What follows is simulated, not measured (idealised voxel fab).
Process module heading - voxel wiring stack
The cross-section shown here is cut; it is 180 nm wide and divided into square cells measuring 5 nm on a side.
In what follows, cross-sections appear as grids of square cells, described through bands that run from the top down, where every band is one or more rows of cells.
Top height, bottom height, nm. Materials left to right, width each, nm. Single material + "everywhere" = fills band edge to edge. "blank" = empty.
All heights in this document are referenced to 0, defined as the level beneath which the wafer, as received, consists entirely of one material. The lowest band is not bounded below; it extends indefinitely downward and is written in the form "top 0, no bottom".
When a width is written as two numbers, as in "30..40", the first number is the width in the top row of cells of the band and the second is the width in its bottom row, and the width changes by the same amount from each row to the next.
A step reported as "remained unchanged" is a step in which no cell of the cross-section changed.
Basically, "Enclosed void inventory" tells you about the enclosed voids: empty spaces with no open way to the top, 8 cells or bigger, each written width x height at distance, where distance is from the left edge, all in nm.
If you see something after the settings on a step's line, that's the simulator's own remark about that step.
When a step includes a mask, the "overlay nm" setting on its line states how far to the right of its planned place that mask lay, and negative values state how far to the left.
Everything after this point is organized in pairs: a cross-section before one process step, a cross-section after it that shows only as deep as the lowest changed band, and, under the pair, the intervening step with its settings. Because different runs of this module on the same starting wafer can supply different pairs, a pair continues from the pair above it only if its entry headed "State before step" says so.

State before step
* top 0, no bottom  Si everywhere
* Enclosed void inventory: none

Sectional Result
* top 15, bottom 0  SiO2 everywhere
* At heights below 0, the structure remains unaltered.
* Enclosed void inventory: none
Intermediate step for the cross-sections above: CONFORMAL_DEP (material SiO2; thk nm 15)

State before step: see the after view in the pair directly above.

Sectional Result
* top 20, bottom 15  TiN everywhere
* At heights below 15, the structure remains unaltered.
* Enclosed void inventory: none
Intermediate step for the cross-sections above: DIRECTIONAL_DEP (material TiN; thk nm 5)

State before step: see the after view in the pair directly above.

Sectional Result
* top 40, bottom 20  W everywhere
* At heights below 20, the structure remains unaltered.
* Enclosed void inventory: none
Intermediate step for the cross-sections above: DIRECTIONAL_DEP (material W; thk nm 20)

State before step: see the after view in the pair directly above.

Sectional Result
* top 55, bottom 40  aC everywhere
* At heights below 40, the structure remains unaltered.
* Enclosed void inventory: none
Intermediate step for the cross-sections above: DIRECTIONAL_DEP (material aC; thk nm 15)

State before step: see the after view in the pair directly above.

Sectional Result
* top 85, bottom 55  blank (25), resist (30), blank (20), resist (30), blank (20), resist (30), blank (25)
* At heights below 55, the structure remains unaltered.
* Enclosed void inventory: none
Intermediate step for the cross-sections above: PATTERN (tone cover; mask id METAL_1; material resist; width nm 30; pitch nm 50; thk nm 30; overlay nm 0)

State before step: see the after view in the pair directly above.

Sectional Result
* top 70, bottom 55  blank (25), resist (30), blank (20), resist (30), blank (20), resist (30), blank (25)
* top 55, bottom 40  blank (25), aC (30), blank (20), aC (30), blank (20), aC (30), blank (25)
* At heights below 40, the structure remains unaltered.
* Enclosed void inventory: none
Intermediate step for the cross-sections above: DIRECTIONAL_ETCH (etch materials aC; depth nm 15)

State before step: see the after view in the pair directly above.

Sectional Result
* top 55, bottom 40  blank (25), aC (30), blank (20), aC (30), blank (20), aC (30), blank (25)
* At heights below 40, the structure remains unaltered.
* Enclosed void inventory: none
Intermediate step for the cross-sections above: STRIP (etch materials resist)

State before step: see the after view in the pair directly above.

Sectional Result
* top 55, bottom 40  blank (25), aC (30), blank (20), aC (30), blank (20), aC (30), blank (25)
* top 40, bottom 20  blank (25), W (30), blank (20), W (30), blank (20), W (30), blank (25)
* At heights below 20, the structure remains unaltered.
* Enclosed void inventory: none
Intermediate step for the cross-sections above: DIRECTIONAL_ETCH (etch materials W; depth nm 20)

State before step: see the after view in the pair directly above.

Sectional Result
* top 55, bottom 40  blank (25), aC (30), blank (20), aC (30), blank (20), aC (30), blank (25)
* top 40, bottom 20  blank (25), W (30), blank (20), W (30), blank (20), W (30), blank (25)
* top 20, bottom 15  blank (25), TiN (30), blank (20), TiN (30), blank (20), TiN (30), blank (25)
* At heights below 15, the structure remains unaltered.
* Enclosed void inventory: none
Intermediate step for the cross-sections above: DIRECTIONAL_ETCH (etch materials TiN; depth nm 5)

State before step: see the after view in the pair directly above.

Sectional Result
* top 40, bottom 20  blank (25), W (30), blank (20), W (30), blank (20), W (30), blank (25)
* At heights below 20, the structure remains unaltered.
* Enclosed void inventory: none
Intermediate step for the cross-sections above: STRIP (etch materials aC)

State before step: see the after view in the pair directly above.

Sectional Result
* top 45, bottom 40  blank (20), SiCN (40), blank (10), SiCN (40), blank (10), SiCN (40), blank (20)
* top 40, bottom 20  blank (20), SiCN (5), W (30), SiCN (5), blank (10), SiCN (5), W (30), SiCN (5), blank (10), SiCN (5), W (30), SiCN (5), blank (20)
* top 20, bottom 15  SiCN (25), TiN (30), SiCN (20), TiN (30), SiCN (20), TiN (30), SiCN (25)
* At heights below 15, the structure remains unaltered.
* Enclosed void inventory: none
Intermediate step for the cross-sections above: CONFORMAL_DEP (material SiCN; thk nm 5)

State before step: see the after view in the pair directly above.

Sectional Result
* top 55, bottom 45  lowk everywhere
* top 45, bottom 40  lowk (20), SiCN (40), lowk (10), SiCN (40), lowk (10), SiCN (40), lowk (20)
* top 40, bottom 20  lowk (20), SiCN (5), W (30), SiCN (5), lowk (10), SiCN (5), W (30), SiCN (5), lowk (10), SiCN (5), W (30), SiCN (5), lowk (20)
* At heights below 20, the structure remains unaltered.
* Enclosed void inventory: none
Intermediate step for the cross-sections above: FILL_DEP (material lowk; thk nm 10)

State before step: see the after view in the pair directly above.

Sectional Result
* top 40, bottom 20  lowk (20), SiCN (5), W (30), SiCN (5), lowk (10), SiCN (5), W (30), SiCN (5), lowk (10), SiCN (5), W (30), SiCN (5), lowk (20)
* At heights below 20, the structure remains unaltered.
* Enclosed void inventory: none
Intermediate step for the cross-sections above: CMP (height nm 40)

State before step: see the after view in the pair directly above.

Sectional Result
* top 45, bottom 40  SiCN everywhere
* At heights below 40, the structure remains unaltered.
* Enclosed void inventory: none
Intermediate step for the cross-sections above: CONFORMAL_DEP (material SiCN; thk nm 5)

State before step: see the after view in the pair directly above.

Sectional Result
* top 75, bottom 45  lowk everywhere
* At heights below 45, the structure remains unaltered.
* Enclosed void inventory: none
Intermediate step for the cross-sections above: DIRECTIONAL_DEP (material lowk; thk nm 30)

State before step: see the after view in the pair directly above.

Sectional Result
* top 90, bottom 75  aC everywhere
* At heights below 75, the structure remains unaltered.
* Enclosed void inventory: none
Intermediate step for the cross-sections above: DIRECTIONAL_DEP (material aC; thk nm 15)

State before step: see the after view in the pair directly above.

Sectional Result
* top 125, bottom 90  resist (25), blank (15), resist (35), blank (15), resist (35), blank (15), resist (40)
* At heights below 90, the structure remains unaltered.
* Enclosed void inventory: none
Intermediate step for the cross-sections above: PATTERN (tone open; mask id METAL_2_HOLES; material resist; width nm 15; pitch nm 50; thk nm 35; overlay nm 0)

State before step: see the after view in the pair directly above.

Sectional Result
* top 110, bottom 90  resist (25), blank (15), resist (35), blank (15), resist (35), blank (15), resist (40)
* top 90, bottom 75  aC (25), blank (15), aC (35), blank (15), aC (35), blank (15), aC (40)
* At heights below 75, the structure remains unaltered.
* Enclosed void inventory: none
Intermediate step for the cross-sections above: DIRECTIONAL_ETCH (etch materials aC; depth nm 15)

State before step: see the after view in the pair directly above.

Sectional Result
* top 90, bottom 75  aC (25), blank (15), aC (35), blank (15), aC (35), blank (15), aC (40)
* At heights below 75, the structure remains unaltered.
* Enclosed void inventory: none
Intermediate step for the cross-sections above: STRIP (etch materials resist)

State before step: see the after view in the pair directly above.

Sectional Result
* top 90, bottom 75  aC (25), blank (15), aC (35), blank (15), aC (35), blank (15), aC (40)
* top 75, bottom 45  lowk (25), blank (15), lowk (35), blank (15), lowk (35), blank (15), lowk (40)
* At heights below 45, the structure remains unaltered.
* Enclosed void inventory: none
Intermediate step for the cross-sections above: DIRECTIONAL_ETCH (etch materials lowk; depth nm 30)

State before step: see the after view in the pair directly above.

Sectional Result
* top 75, bottom 45  lowk (25), blank (15), lowk (35), blank (15), lowk (35), blank (15), lowk (40)
* At heights below 45, the structure remains unaltered.
* Enclosed void inventory: none
Intermediate step for the cross-sections above: STRIP (etch materials aC)

State before step: see the after view in the pair directly above.

Sectional Result
* top 75, bottom 60  lowk (25), blank (30), lowk (20), blank (30), lowk (20), blank (30), lowk (25)
* At heights below 60, the structure remains unaltered.
* Enclosed void inventory: none
Intermediate step for the cross-sections above: MASKED_ETCH (tone open; mask id METAL_2; width nm 30; pitch nm 50; etch materials lowk; depth nm 15; overlay nm 0)

State before step: see the after view in the pair directly above.

Sectional Result
* top 75, bottom 60  lowk (25), blank (30), lowk (20), blank (30), lowk (20), blank (30), lowk (25)
* top 60, bottom 45  lowk (25), blank (15), lowk (35), blank (15), lowk (35), blank (15), lowk (40)
* top 45, bottom 40  SiCN (25), blank (15), SiCN (35), blank (15), SiCN (35), blank (15), SiCN (40)
* At heights below 40, the structure remains unaltered.
* Enclosed void inventory: none
Intermediate step for the cross-sections above: MASKED_ETCH (tone open; mask id METAL_2; width nm 30; pitch nm 50; etch materials SiCN; depth nm 5; overlay nm 0)

State before step: see the after view in the pair directly above.

Sectional Result
* top 80, bottom 75  TiN (30), blank (20), TiN (30), blank (20), TiN (30), blank (20), TiN (30)
* top 75, bottom 65  lowk (25), TiN (5), blank (20), TiN (5), lowk (20), TiN (5), blank (20), TiN (5), lowk (20), TiN (5), blank (20), TiN (5), lowk (25)
* top 65, bottom 60  lowk (25), TiN (5), blank (5), TiN (20), lowk (20), TiN (5), blank (5), TiN (20), lowk (20), TiN (5), blank (5), TiN (20), lowk (25)
* top 60, bottom 45  lowk (25), TiN (5), blank (5), TiN (5), lowk (35), TiN (5), blank (5), TiN (5), lowk (35), TiN (5), blank (5), TiN (5), lowk (40)
* top 45, bottom 40  SiCN (25), TiN (15), SiCN (35), TiN (15), SiCN (35), TiN (15), SiCN (40)
* At heights below 40, the structure remains unaltered.
* Enclosed void inventory: none
Intermediate step for the cross-sections above: CONFORMAL_DEP (material TiN; thk nm 5)

State before step: see the after view in the pair directly above.

Sectional Result
* top 85, bottom 80  Cu everywhere
* top 80, bottom 75  TiN (30), Cu (20), TiN (30), Cu (20), TiN (30), Cu (20), TiN (30)
* top 75, bottom 65  lowk (25), TiN (5), Cu (20), TiN (5), lowk (20), TiN (5), Cu (20), TiN (5), lowk (20), TiN (5), Cu (20), TiN (5), lowk (25)
* top 65, bottom 60  lowk (25), TiN (5), Cu (5), TiN (20), lowk (20), TiN (5), Cu (5), TiN (20), lowk (20), TiN (5), Cu (5), TiN (20), lowk (25)
* top 60, bottom 45  lowk (25), TiN (5), Cu (5), TiN (5), lowk (35), TiN (5), Cu (5), TiN (5), lowk (35), TiN (5), Cu (5), TiN (5), lowk (40)
* At heights below 45, the structure remains unaltered.
* Enclosed void inventory: none
Intermediate step for the cross-sections above: FILL_DEP (material Cu; thk nm 5)

State before step: see the after view in the pair directly above.

Sectional Result
* top 75, bottom 65  lowk (25), TiN (5), Cu (20), TiN (5), lowk (20), TiN (5), Cu (20), TiN (5), lowk (20), TiN (5), Cu (20), TiN (5), lowk (25)
* At heights below 65, the structure remains unaltered.
* Enclosed void inventory: none
Intermediate step for the cross-sections above: CMP (height nm 75)

State before step: see the after view in the pair directly above.

Sectional Result
* top 80, bottom 75  SiCN everywhere
* At heights below 75, the structure remains unaltered.
* Enclosed void inventory: none
Intermediate step for the cross-sections above: CONFORMAL_DEP (material SiCN; thk nm 5)

State before step: see the after view in the pair directly above.

Sectional Result
* top 100, bottom 80  SiO2 everywhere
* At heights below 80, the structure remains unaltered.
* Enclosed void inventory: none
Intermediate step for the cross-sections above: DIRECTIONAL_DEP (material SiO2; thk nm 20)

State before step: see the after view in the pair directly above.

Sectional Result
* top 115, bottom 100  aC everywhere
* At heights below 100, the structure remains unaltered.
* Enclosed void inventory: none
Intermediate step for the cross-sections above: DIRECTIONAL_DEP (material aC; thk nm 15)

State before step: see the after view in the pair directly above.

Sectional Result
* top 145, bottom 115  resist (25), blank (15), resist (85), blank (15), resist (40)
* At heights below 115, the structure remains unaltered.
* Enclosed void inventory: none
Intermediate step for the cross-sections above: PATTERN (tone open; mask id PLUG_2; material resist; width nm 15; pitch nm 100; thk nm 30; overlay nm 0)

State before step: see the after view in the pair directly above.

Sectional Result
* top 130, bottom 115  resist (25), blank (15), resist (85), blank (15), resist (40)
* top 115, bottom 100  aC (25), blank (15), aC (85), blank (15), aC (40)
* At heights below 100, the structure remains unaltered.
* Enclosed void inventory: none
Intermediate step for the cross-sections above: DIRECTIONAL_ETCH (etch materials aC; depth nm 15)

State before step: see the after view in the pair directly above.

Sectional Result
* top 115, bottom 100  aC (25), blank (15), aC (85), blank (15), aC (40)
* At heights below 100, the structure remains unaltered.
* Enclosed void inventory: none
Intermediate step for the cross-sections above: STRIP (etch materials resist)

State before step: see the after view in the pair directly above.

Sectional Result
* top 115, bottom 100  aC (25), blank (15), aC (85), blank (15), aC (40)
* top 100, bottom 80  SiO2 (25), blank (15), SiO2 (85), blank (15), SiO2 (40)
* At heights below 80, the structure remains unaltered.
* Enclosed void inventory: none
Intermediate step for the cross-sections above: DIRECTIONAL_ETCH (etch materials SiO2; depth nm 20)

State before step: see the after view in the pair directly above.

Sectional Result
* top 115, bottom 100  aC (25), blank (15), aC (85), blank (15), aC (40)
* top 100, bottom 80  SiO2 (25), blank (15), SiO2 (85), blank (15), SiO2 (40)
* top 80, bottom 75  SiCN (25), blank (15), SiCN (85), blank (15), SiCN (40)
* At heights below 75, the structure remains unaltered.
* Enclosed void inventory: none
Intermediate step for the cross-sections above: DIRECTIONAL_ETCH (etch materials SiCN; depth nm 5)

State before step: see the after view in the pair directly above.

Sectional Result
* top 100, bottom 80  SiO2 (25), blank (15), SiO2 (85), blank (15), SiO2 (40)
* At heights below 80, the structure remains unaltered.
* Enclosed void inventory: none
Intermediate step for the cross-sections above: STRIP (etch materials aC)

State before step: see the after view in the pair directly above.

Sectional Result
* top 105, bottom 100  TiN (30), blank (5), TiN (95), blank (5), TiN (45)
* top 100, bottom 80  SiO2 (25), TiN (5), blank (5), TiN (5), SiO2 (85), TiN (5), blank (5), TiN (5), SiO2 (40)
* top 80, bottom 75  SiCN (25), TiN (15), SiCN (85), TiN (15), SiCN (40)
* At heights below 75, the structure remains unaltered.
* Enclosed void inventory: none
Intermediate step for the cross-sections above: CONFORMAL_DEP (material TiN; thk nm 5)

State before step: see the after view in the pair directly above.

Sectional Result
* top 115, bottom 105  W everywhere
* top 105, bottom 100  TiN (30), W (5), TiN (95), W (5), TiN (45)
* top 100, bottom 80  SiO2 (25), TiN (5), W (5), TiN (5), SiO2 (85), TiN (5), W (5), TiN (5), SiO2 (40)
* At heights below 80, the structure remains unaltered.
* Enclosed void inventory: none
Intermediate step for the cross-sections above: FILL_DEP (material W; thk nm 10)

State before step: see the after view in the pair directly above.

Sectional Result
* top 100, bottom 80  SiO2 (25), TiN (5), W (5), TiN (5), SiO2 (85), TiN (5), W (5), TiN (5), SiO2 (40)
* At heights below 80, the structure remains unaltered.
* Enclosed void inventory: none
Intermediate step for the cross-sections above: CMP (height nm 100)

State before step: see the after view in the pair directly above.

Sectional Result
* top 105, bottom 100  SiN everywhere
* At heights below 100, the structure remains unaltered.
* Enclosed void inventory: none
Intermediate step for the cross-sections above: CONFORMAL_DEP (material SiN; thk nm 5)

State before step: see the after view in the pair directly above.

Sectional Result
* top 130, bottom 105  SiO2 everywhere
* At heights below 105, the structure remains unaltered.
* Enclosed void inventory: none
Intermediate step for the cross-sections above: DIRECTIONAL_DEP (material SiO2; thk nm 25)

State before step: see the after view in the pair directly above.

Sectional Result
* top 140, bottom 130  aC everywhere
* At heights below 130, the structure remains unaltered.
* Enclosed void inventory: none
Intermediate step for the cross-sections above: DIRECTIONAL_DEP (material aC; thk nm 10)

State before step: see the after view in the pair directly above.

Sectional Result
* top 165, bottom 140  resist (25), blank (30), resist (20), blank (30), resist (20), blank (30), resist (25)
* At heights below 140, the structure remains unaltered.
* Enclosed void inventory: none
Intermediate step for the cross-sections above: PATTERN (tone open; mask id METAL_3; material resist; width nm 30; pitch nm 50; thk nm 25; overlay nm 0)

State before step: see the after view in the pair directly above.

Sectional Result
* top 155, bottom 140  resist (25), blank (30), resist (20), blank (30), resist (20), blank (30), resist (25)
* top 140, bottom 130  aC (25), blank (30), aC (20), blank (30), aC (20), blank (30), aC (25)
* At heights below 130, the structure remains unaltered.
* Enclosed void inventory: none
Intermediate step for the cross-sections above: DIRECTIONAL_ETCH (etch materials aC; depth nm 10)

State before step: see the after view in the pair directly above.

Sectional Result
* top 140, bottom 130  aC (25), blank (30), aC (20), blank (30), aC (20), blank (30), aC (25)
* At heights below 130, the structure remains unaltered.
* Enclosed void inventory: none
Intermediate step for the cross-sections above: STRIP (etch materials resist)

State before step: see the after view in the pair directly above.

Sectional Result
* top 140, bottom 130  aC (25), blank (30), aC (20), blank (30), aC (20), blank (30), aC (25)
* top 130, bottom 105  SiO2 (25), blank (30), SiO2 (20), blank (30), SiO2 (20), blank (30), SiO2 (25)
* At heights below 105, the structure remains unaltered.
* Enclosed void inventory: none
Intermediate step for the cross-sections above: DIRECTIONAL_ETCH (etch materials SiO2; depth nm 25)

State before step: see the after view in the pair directly above.

Sectional Result
* top 140, bottom 130  aC (25), blank (30), aC (20), blank (30), aC (20), blank (30), aC (25)
* top 130, bottom 105  SiO2 (25), blank (30), SiO2 (20), blank (30), SiO2 (20), blank (30), SiO2 (25)
* top 105, bottom 100  SiN (25), blank (30), SiN (20), blank (30), SiN (20), blank (30), SiN (25)
* At heights below 100, the structure remains unaltered.
* Enclosed void inventory: none
Intermediate step for the cross-sections above: DIRECTIONAL_ETCH (etch materials SiN; depth nm 5)

State before step: see the after view in the pair directly above.

Sectional Result
* top 130, bottom 105  SiO2 (25), blank (30), SiO2 (20), blank (30), SiO2 (20), blank (30), SiO2 (25)
* At heights below 105, the structure remains unaltered.
* Enclosed void inventory: none
Intermediate step for the cross-sections above: STRIP (etch materials aC)

State before step: see the after view in the pair directly above.

Sectional Result
* top 135, bottom 130  TiN (30), blank (20), TiN (30), blank (20), TiN (30), blank (20), TiN (30)
* top 130, bottom 105  SiO2 (25), TiN (5), blank (20), TiN (5), SiO2 (20), TiN (5), blank (20), TiN (5), SiO2 (20), TiN (5), blank (20), TiN (5), SiO2 (25)
* top 105, bottom 100  SiN (25), TiN (30), SiN (20), TiN (30), SiN (20), TiN (30), SiN (25)
* At heights below 100, the structure remains unaltered.
* Enclosed void inventory: none
Intermediate step for the cross-sections above: CONFORMAL_DEP (material TiN; thk nm 5)

State before step: see the after view in the pair directly above.

Sectional Result
* top 140, bottom 135  Cu everywhere
* top 135, bottom 130  TiN (30), Cu (20), TiN (30), Cu (20), TiN (30), Cu (20), TiN (30)
* top 130, bottom 105  SiO2 (25), TiN (5), Cu (20), TiN (5), SiO2 (20), TiN (5), Cu (20), TiN (5), SiO2 (20), TiN (5), Cu (20), TiN (5), SiO2 (25)
* At heights below 105, the structure remains unaltered.
* Enclosed void inventory: none
Intermediate step for the cross-sections above: FILL_DEP (material Cu; thk nm 5)

State before step: see the after view in the pair directly above.

Sectional Result
* top 130, bottom 105  SiO2 (25), TiN (5), Cu (20), TiN (5), SiO2 (20), TiN (5), Cu (20), TiN (5), SiO2 (20), TiN (5), Cu (20), TiN (5), SiO2 (25)
* At heights below 105, the structure remains unaltered.
* Enclosed void inventory: none
Intermediate step for the cross-sections above: CMP (height nm 130)

State before step: see the after view in the pair directly above.

Sectional Result
* top 135, bottom 130  blank (20), Ru (40), blank (10), Ru (40), blank (10), Ru (40), blank (20)
* At heights below 130, the structure remains unaltered.
* Enclosed void inventory: none
Intermediate step for the cross-sections above: EPI (material Ru; thk nm 5)

State before step: see the after view in the pair directly above.

Sectional Result
* top 140, bottom 135  SiCN everywhere
* top 135, bottom 130  SiCN (20), Ru (40), SiCN (10), Ru (40), SiCN (10), Ru (40), SiCN (20)
* At heights below 130, the structure remains unaltered.
* Enclosed void inventory: none
Intermediate step for the cross-sections above: FILL_DEP (material SiCN; thk nm 5)

State before step: see the after view in the pair directly above.

Sectional Result
* top 155, bottom 140  SiO2 everywhere
* At heights below 140, the structure remains unaltered.
* Enclosed void inventory: none
Intermediate step for the cross-sections above: DIRECTIONAL_DEP (material SiO2; thk nm 15)

State before step: see the after view in the pair directly above.

Sectional Result
* top 155, bottom 140  SiO2 (25), blank (15), SiO2 (35), blank (15), SiO2 (35), blank (15), SiO2 (40)
* At heights below 140, the structure remains unaltered.
* Enclosed void inventory: none
Intermediate step for the cross-sections above: MASKED_ETCH (tone open; mask id PLUG_3; width nm 15; pitch nm 50; etch materials SiO2; depth nm 15; overlay nm 0)

State before step: see the after view in the pair directly above.

Sectional Result
* top 155, bottom 140  SiO2 (25), blank (15), SiO2 (35), blank (15), SiO2 (35), blank (15), SiO2 (40)
* top 140, bottom 135  SiCN (25), blank (15), SiCN (35), blank (15), SiCN (35), blank (15), SiCN (40)
* At heights below 135, the structure remains unaltered.
* Enclosed void inventory: none
Intermediate step for the cross-sections above: MASKED_ETCH (tone open; mask id PLUG_3; width nm 15; pitch nm 50; etch materials SiCN; depth nm 5; overlay nm 0)

State before step: see the after view in the pair directly above.

Sectional Result
* top 160, bottom 155  TiN (30), blank (5), TiN (45), blank (5), TiN (45), blank (5), TiN (45)
* top 155, bottom 140  SiO2 (25), TiN (5), blank (5), TiN (5), SiO2 (35), TiN (5), blank (5), TiN (5), SiO2 (35), TiN (5), blank (5), TiN (5), SiO2 (40)
* top 140, bottom 135  SiCN (25), TiN (15), SiCN (35), TiN (15), SiCN (35), TiN (15), SiCN (40)
* At heights below 135, the structure remains unaltered.
* Enclosed void inventory: none
Intermediate step for the cross-sections above: CONFORMAL_DEP (material TiN; thk nm 5)

State before step: see the after view in the pair directly above.

Sectional Result
* top 170, bottom 160  Cu everywhere
* top 160, bottom 155  TiN (30), Cu (5), TiN (45), Cu (5), TiN (45), Cu (5), TiN (45)
* top 155, bottom 140  SiO2 (25), TiN (5), Cu (5), TiN (5), SiO2 (35), TiN (5), Cu (5), TiN (5), SiO2 (35), TiN (5), Cu (5), TiN (5), SiO2 (40)
* At heights below 140, the structure remains unaltered.
* Enclosed void inventory: none
Intermediate step for the cross-sections above: FILL_DEP (material Cu; thk nm 10)

State before step: see the after view in the pair directly above.

Sectional Result
* top 155, bottom 140  SiO2 (25), TiN (5), Cu (5), TiN (5), SiO2 (35), TiN (5), Cu (5), TiN (5), SiO2 (35), TiN (5), Cu (5), TiN (5), SiO2 (40)
* At heights below 140, the structure remains unaltered.
* Enclosed void inventory: none
Intermediate step for the cross-sections above: CMP (height nm 155)

State before step: see the after view in the pair directly above.

Sectional Result
* top 160, bottom 155  SiN everywhere
* At heights below 155, the structure remains unaltered.
* Enclosed void inventory: none
Intermediate step for the cross-sections above: CONFORMAL_DEP (material SiN; thk nm 5)

State before step: see the after view in the pair directly above.

Sectional Result
* top 180, bottom 160  lowk everywhere
* At heights below 160, the structure remains unaltered.
* Enclosed void inventory: none
Intermediate step for the cross-sections above: DIRECTIONAL_DEP (material lowk; thk nm 20)

State before step: see the after view in the pair directly above.

Sectional Result
* top 195, bottom 180  resist (25), blank (30), resist (20), blank (30), resist (20), blank (30), resist (25)
* At heights below 180, the structure remains unaltered.
* Enclosed void inventory: none
Intermediate step for the cross-sections above: PATTERN (tone open; mask id METAL_4; material resist; width nm 30; pitch nm 50; thk nm 15; overlay nm 0)

State before step: see the after view in the pair directly above.

Sectional Result
* top 195, bottom 180  resist (25), blank (30), resist (20), blank (30), resist (20), blank (30), resist (25)
* top 180, bottom 160  lowk (25), blank (30), lowk (20), blank (30), lowk (20), blank (30), lowk (25)
* At heights below 160, the structure remains unaltered.
* Enclosed void inventory: none
Intermediate step for the cross-sections above: DIRECTIONAL_ETCH (etch materials lowk; depth nm 20)

State before step: see the after view in the pair directly above.

Sectional Result
* top 195, bottom 180  resist (25), blank (30), resist (20), blank (30), resist (20), blank (30), resist (25)
* top 180, bottom 160  lowk (25), blank (30), lowk (20), blank (30), lowk (20), blank (30), lowk (25)
* top 160, bottom 155  SiN (25), blank (30), SiN (20), blank (30), SiN (20), blank (30), SiN (25)
* At heights below 155, the structure remains unaltered.
* Enclosed void inventory: none
Intermediate step for the cross-sections above: DIRECTIONAL_ETCH (etch materials SiN; depth nm 5)

State before step: see the after view in the pair directly above.

Sectional Result
* top 180, bottom 160  lowk (25), blank (30), lowk (20), blank (30), lowk (20), blank (30), lowk (25)
* At heights below 160, the structure remains unaltered.
* Enclosed void inventory: none
Intermediate step for the cross-sections above: STRIP (etch materials resist)

State before step: see the after view in the pair directly above.

Sectional Result
* top 185, bottom 180  TiN (30), blank (20), TiN (30), blank (20), TiN (30), blank (20), TiN (30)
* top 180, bottom 160  lowk (25), TiN (5), blank (20), TiN (5), lowk (20), TiN (5), blank (20), TiN (5), lowk (20), TiN (5), blank (20), TiN (5), lowk (25)
* top 160, bottom 155  SiN (25), TiN (30), SiN (20), TiN (30), SiN (20), TiN (30), SiN (25)
* At heights below 155, the structure remains unaltered.
* Enclosed void inventory: none
Intermediate step for the cross-sections above: CONFORMAL_DEP (material TiN; thk nm 5)

State before step: see the after view in the pair directly above.

Sectional Result
* top 195, bottom 185  W everywhere
* top 185, bottom 180  TiN (30), W (20), TiN (30), W (20), TiN (30), W (20), TiN (30)
* top 180, bottom 160  lowk (25), TiN (5), W (20), TiN (5), lowk (20), TiN (5), W (20), TiN (5), lowk (20), TiN (5), W (20), TiN (5), lowk (25)
* At heights below 160, the structure remains unaltered.
* Enclosed void inventory: none
Intermediate step for the cross-sections above: FILL_DEP (material W; thk nm 10)

State before step: see the after view in the pair directly above.

Sectional Result
* top 180, bottom 160  lowk (25), TiN (5), W (20), TiN (5), lowk (20), TiN (5), W (20), TiN (5), lowk (20), TiN (5), W (20), TiN (5), lowk (25)
* At heights below 160, the structure remains unaltered.
* Enclosed void inventory: none
Intermediate step for the cross-sections above: CMP (height nm 180)

State before step: see the after view in the pair directly above.

Sectional Result
* top 185, bottom 180  SiCN everywhere
* At heights below 180, the structure remains unaltered.
* Enclosed void inventory: none
Intermediate step for the cross-sections above: CONFORMAL_DEP (material SiCN; thk nm 5)

State before step
* top 75, bottom 60  lowk (25), blank (30), lowk (20), blank (30), lowk (20), blank (30), lowk (25)
* top 60, bottom 45  lowk (25), blank (15), lowk (35), blank (15), lowk (35), blank (15), lowk (40)
* top 45, bottom 40  SiCN everywhere
* top 40, bottom 20  lowk (20), SiCN (5), W (30), SiCN (5), lowk (10), SiCN (5), W (30), SiCN (5), lowk (10), SiCN (5), W (30), SiCN (5), lowk (20)
* top 20, bottom 15  SiCN (25), TiN (30), SiCN (20), TiN (30), SiCN (20), TiN (30), SiCN (25)
* top 15, bottom 0  SiO2 everywhere
* top 0, no bottom  Si everywhere
* Enclosed void inventory: none

Sectional Result
* top 75, bottom 45  lowk (25), blank (30), lowk (20), blank (30), lowk (20), blank (30), lowk (25)
* At heights below 45, the structure remains unaltered.
* Enclosed void inventory: none
Intermediate step for the cross-sections above: MASKED_ETCH (tone open; mask id METAL_2; width nm 30; pitch nm 50; etch materials lowk; depth nm 15; overlay nm 0)

State before step: see the after view in the pair directly above.

Sectional Result
* top 75, bottom 45  lowk (25), blank (30), lowk (20), blank (30), lowk (20), blank (30), lowk (25)
* top 45, bottom 40  SiCN (25), blank (30), SiCN (20), blank (30), SiCN (20), blank (30), SiCN (25)
* At heights below 40, the structure remains unaltered.
* Enclosed void inventory: none
Intermediate step for the cross-sections above: MASKED_ETCH (tone open; mask id METAL_2; width nm 30; pitch nm 50; etch materials SiCN; depth nm 5; overlay nm 0)

State before step: see the after view in the pair directly above.

Sectional Result
* top 80, bottom 75  TiN (30), blank (20), TiN (30), blank (20), TiN (30), blank (20), TiN (30)
* top 75, bottom 45  lowk (25), TiN (5), blank (20), TiN (5), lowk (20), TiN (5), blank (20), TiN (5), lowk (20), TiN (5), blank (20), TiN (5), lowk (25)
* top 45, bottom 40  SiCN (25), TiN (30), SiCN (20), TiN (30), SiCN (20), TiN (30), SiCN (25)
* At heights below 40, the structure remains unaltered.
* Enclosed void inventory: none
Intermediate step for the cross-sections above: CONFORMAL_DEP (material TiN; thk nm 5)

State before step: see the after view in the pair directly above.

Sectional Result
* top 85, bottom 80  Cu everywhere
* top 80, bottom 75  TiN (30), Cu (20), TiN (30), Cu (20), TiN (30), Cu (20), TiN (30)
* top 75, bottom 45  lowk (25), TiN (5), Cu (20), TiN (5), lowk (20), TiN (5), Cu (20), TiN (5), lowk (20), TiN (5), Cu (20), TiN (5), lowk (25)
* At heights below 45, the structure remains unaltered.
* Enclosed void inventory: none
Intermediate step for the cross-sections above: FILL_DEP (material Cu; thk nm 5)

State before step: see the after view in the pair directly above.

Sectional Result
* top 75, bottom 45  lowk (25), TiN (5), Cu (20), TiN (5), lowk (20), TiN (5), Cu (20), TiN (5), lowk (20), TiN (5), Cu (20), TiN (5), lowk (25)
* At heights below 45, the structure remains unaltered.
* Enclosed void inventory: none
Intermediate step for the cross-sections above: CMP (height nm 75)

State before step: see the after view in the pair directly above.

Sectional Result
* top 80, bottom 75  SiCN everywhere
* At heights below 75, the structure remains unaltered.
* Enclosed void inventory: none
Intermediate step for the cross-sections above: CONFORMAL_DEP (material SiCN; thk nm 5)

State before step: see the after view in the pair directly above.

Sectional Result
* top 100, bottom 80  SiO2 everywhere
* At heights below 80, the structure remains unaltered.
* Enclosed void inventory: none
Intermediate step for the cross-sections above: DIRECTIONAL_DEP (material SiO2; thk nm 20)

State before step: see the after view in the pair directly above.

Sectional Result
* top 115, bottom 100  aC everywhere
* At heights below 100, the structure remains unaltered.
* Enclosed void inventory: none
Intermediate step for the cross-sections above: DIRECTIONAL_DEP (material aC; thk nm 15)

State before step: see the after view in the pair directly above.

Sectional Result
* top 145, bottom 115  resist (25), blank (15), resist (85), blank (15), resist (40)
* At heights below 115, the structure remains unaltered.
* Enclosed void inventory: none
Intermediate step for the cross-sections above: PATTERN (tone open; mask id PLUG_2; material resist; width nm 15; pitch nm 100; thk nm 30; overlay nm 0)
